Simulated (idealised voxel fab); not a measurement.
The following is a process module called voxel wiring stack.
cross-section cut | 260 nm wide | cells 5 nm
Cross-section layout: square cells on a grid; listed as bands, top to bottom; a band spans one or more cell rows. Top height, bottom height, nm. Materials left to right, width each, nm. Single material + "full width" = fills band edge to edge. "air" = empty. The level at which height equals 0 is the one under which the wafer, as it arrives, is entirely one material. No lower edge exists for the bottom band, which continues downward and is notated as in "0..down". With a width like "30..40", each row of cells in the band differs from the next by the same amount, the top row carrying the first number and the bottom row the second. What does "all unchanged" mean for a step? It means no cell of the cross-section changed in that step. This entry, "Entrapped voids", enumerates those empty regions of no fewer than 8 cells that possess no open connection to the top. Each region is reported in the form width x height at distance, the distance being taken from the left edge, with all three quantities expressed in nm. Post-settings text on a step line: simulator's own remark regarding the step. Among the settings permitted on a step's line is "overlay nm"; applied to a step with a mask, it specifies the extent to which the mask lay to the right of its planned position, whereas a negative figure signifies a position to the left.
[Set out below are the planned steps of the process]
step 1: op RECEIVE | material Si
step 2: op CONFORMAL_DEP | material SiO2 | thk nm 15
step 3: op DIRECTIONAL_DEP | material TiN | thk nm 5
step 4: op DIRECTIONAL_DEP | material W | thk nm 15
step 5: op DIRECTIONAL_DEP | material aC | thk nm 10
step 6: op PATTERN | tone cover | mask id METAL_1 | material resist | width nm 20 | pitch nm 50 | thk nm 25 | overlay nm 0
step 7: op DIRECTIONAL_ETCH | etch materials aC | depth nm 10
step 8: op STRIP | etch materials resist
step 9: op DIRECTIONAL_ETCH | etch materials W | depth nm 15
step 10: op DIRECTIONAL_ETCH | etch materials TiN | depth nm 5
step 11: op STRIP | etch materials aC
step 12: op FILL_DEP | material SiO2 | thk nm 5
step 13: op CMP | height nm 35
step 14: op CONFORMAL_DEP | material SiCN | thk nm 5
step 15: op DIRECTIONAL_DEP | material SiO2 | thk nm 20
step 16: op PATTERN | tone open | mask id PLUG_1 | material resist | width nm 15 | pitch nm 50 | thk nm 15 | overlay nm 0
step 17: op DIRECTIONAL_ETCH | etch materials SiO2 | depth nm 20
step 18: op DIRECTIONAL_ETCH | etch materials SiCN | depth nm 5
step 19: op STRIP | etch materials resist
step 20: op CONFORMAL_DEP | material TiN | thk nm 5
step 21: op FILL_DEP | material Cu | thk nm 10
step 22: op CMP | height nm 60
step 23: op CONFORMAL_DEP | material SiN | thk nm 5
step 24: op DIRECTIONAL_DEP | material lowk | thk nm 25
step 25: op DIRECTIONAL_DEP | material aC | thk nm 15
step 26: op PATTERN | tone open | mask id METAL_2 | material resist | width nm 20 | pitch nm 50 | thk nm 35 | overlay nm 0
step 27: op DIRECTIONAL_ETCH | etch materials aC | depth nm 15
step 28: op STRIP | etch materials resist
step 29: op DIRECTIONAL_ETCH | etch materials lowk | depth nm 25
step 30: op DIRECTIONAL_ETCH | etch materials SiN | depth nm 5
step 31: op STRIP | etch materials aC
step 32: op CONFORMAL_DEP | material TiN | thk nm 5
step 33: op FILL_DEP | material W | thk nm 10
step 34: op CMP | height nm 90
step 35: op EPI | material Ru | thk nm 5
step 36: op FILL_DEP | material SiCN | thk nm 5
step 37: op DIRECTIONAL_DEP | material lowk | thk nm 35
step 38: op DIRECTIONAL_DEP | material aC | thk nm 15
step 39: op PATTERN | tone open | mask id METAL_3 | material resist | width nm 20 | pitch nm 50 | thk nm 35 | overlay nm 0
step 40: op DIRECTIONAL_ETCH | etch materials aC | depth nm 15
step 41: op STRIP | etch materials resist
step 42: op DIRECTIONAL_ETCH | etch materials lowk | depth nm 20
step 43: op STRIP | etch materials aC
step 44: op DIRECTIONAL_DEP | material aC | thk nm 10
step 45: op PATTERN | tone open | mask id METAL_3_HOLES | material resist | width nm 15 | pitch nm 50 | thk nm 30 | overlay nm 0
step 46: op DIRECTIONAL_ETCH | etch materials aC | depth nm 10
step 47: op STRIP | etch materials resist
step 48: op DIRECTIONAL_ETCH | etch materials lowk | depth nm 15
step 49: op DIRECTIONAL_ETCH | etch materials SiCN | depth nm 5
step 50: op STRIP | etch materials aC
step 51: op CONFORMAL_DEP | material TiN | thk nm 5
step 52: op FILL_DEP | material Ru | thk nm 10
step 53: op CMP | height nm 135
step 54: op CONFORMAL_DEP | material SiCN | thk nm 5
step 55: op DIRECTIONAL_DEP | material lowk | thk nm 25
step 56: op PATTERN | tone open | mask id METAL_4 | material resist | width nm 20 | pitch nm 50 | thk nm 20 | overlay nm 0
step 57: op DIRECTIONAL_ETCH | etch materials lowk | depth nm 15
step 58: op STRIP | etch materials resist
step 59: op MASKED_ETCH | tone open | mask id METAL_4_HOLES | width nm 15 | pitch nm 50 | etch materials lowk | depth nm 10 | overlay nm 0
step 60: op MASKED_ETCH | tone open | mask id METAL_4_HOLES | width nm 15 | pitch nm 50 | etch materials SiCN | depth nm 5 | overlay nm 0
step 61: op CONFORMAL_DEP | material TiN | thk nm 5
step 62: op FILL_DEP | material Cu | thk nm 10
step 63: op CMP | height nm 165
step 64: op CONFORMAL_DEP | material SiN | thk nm 5
[The cross-section here shows the wafer as received, i.e. in its state after step 1]
- 0..down = Si full width
- Entrapped voids: none
[Final wafer profile in cross-section after the module, from the same start and plan as above, with one mistake made during processing]
- 170..165 = SiN full width
- 165..155 = lowk 70 nm  TiN 5 nm  Cu 10 nm  TiN 5 nm  lowk 30 nm  TiN 5 nm  Cu 10 nm  TiN 5 nm  lowk 30 nm  TiN 5 nm  Cu 10 nm  TiN 5 nm  lowk 70 nm
- 155..150 = lowk 70 nm  TiN 5 nm  Cu 5 nm  TiN 10 nm  lowk 30 nm  TiN 5 nm  Cu 5 nm  TiN 10 nm  lowk 30 nm  TiN 5 nm  Cu 5 nm  TiN 10 nm  lowk 70 nm
- 150..140 = lowk 70 nm  TiN 5 nm  Cu 5 nm  TiN 5 nm  lowk 35 nm  TiN 5 nm  Cu 5 nm  TiN 5 nm  lowk 35 nm  TiN 5 nm  Cu 5 nm  TiN 5 nm  lowk 75 nm
- 140..135 = SiCN 70 nm  TiN 15 nm  SiCN 35 nm  TiN 15 nm  SiCN 35 nm  TiN 15 nm  SiCN 75 nm
- 135..120 = lowk 70 nm  TiN 5 nm  Ru 10 nm  TiN 5 nm  lowk 30 nm  TiN 5 nm  Ru 10 nm  TiN 5 nm  lowk 30 nm  TiN 5 nm  Ru 10 nm  TiN 5 nm  lowk 70 nm
- 120..115 = lowk 70 nm  TiN 5 nm  Ru 5 nm  TiN 10 nm  lowk 30 nm  TiN 5 nm  Ru 5 nm  TiN 10 nm  lowk 30 nm  TiN 5 nm  Ru 5 nm  TiN 10 nm  lowk 70 nm
- 115..100 = lowk 70 nm  TiN 5 nm  Ru 5 nm  TiN 5 nm  lowk 35 nm  TiN 5 nm  Ru 5 nm  TiN 5 nm  lowk 35 nm  TiN 5 nm  Ru 5 nm  TiN 5 nm  lowk 75 nm
- 100..95 = SiCN 70 nm  TiN 15 nm  SiCN 35 nm  TiN 15 nm  SiCN 35 nm  TiN 15 nm  SiCN 75 nm
- 95..90 = SiCN 60 nm  Ru 40 nm  SiCN 10 nm  Ru 40 nm  SiCN 10 nm  Ru 40 nm  SiCN 60 nm
- 90..65 = lowk 65 nm  TiN 5 nm  W 20 nm  TiN 5 nm  lowk 20 nm  TiN 5 nm  W 20 nm  TiN 5 nm  lowk 20 nm  TiN 5 nm  W 20 nm  TiN 5 nm  lowk 65 nm
- 65..60 = SiN 65 nm  TiN 30 nm  SiN 20 nm  TiN 30 nm  SiN 20 nm  TiN 30 nm  SiN 65 nm
- 60..40 = SiO2 70 nm  TiN 5 nm  Cu 5 nm  TiN 5 nm  SiO2 35 nm  TiN 5 nm  Cu 5 nm  TiN 5 nm  SiO2 35 nm  TiN 5 nm  Cu 5 nm  TiN 5 nm  SiO2 75 nm
- 40..35 = SiCN 70 nm  TiN 15 nm  SiCN 35 nm  TiN 15 nm  SiCN 35 nm  TiN 15 nm  SiCN 75 nm
- 35..20 = SiO2 70 nm  W 20 nm  SiO2 30 nm  W 20 nm  SiO2 30 nm  W 20 nm  SiO2 70 nm
- 20..15 = SiO2 70 nm  TiN 20 nm  SiO2 30 nm  TiN 20 nm  SiO2 30 nm  TiN 20 nm  SiO2 70 nm
- 15..0 = SiO2 full width
- 0..down = Si full width
- Entrapped voids: none
what went wrong: rather than as planned, step 26 actually ran as op PATTERN | tone open | mask id METAL_2 | material resist | width nm 30 | pitch nm 50 | thk nm 35 | overlay nm 0
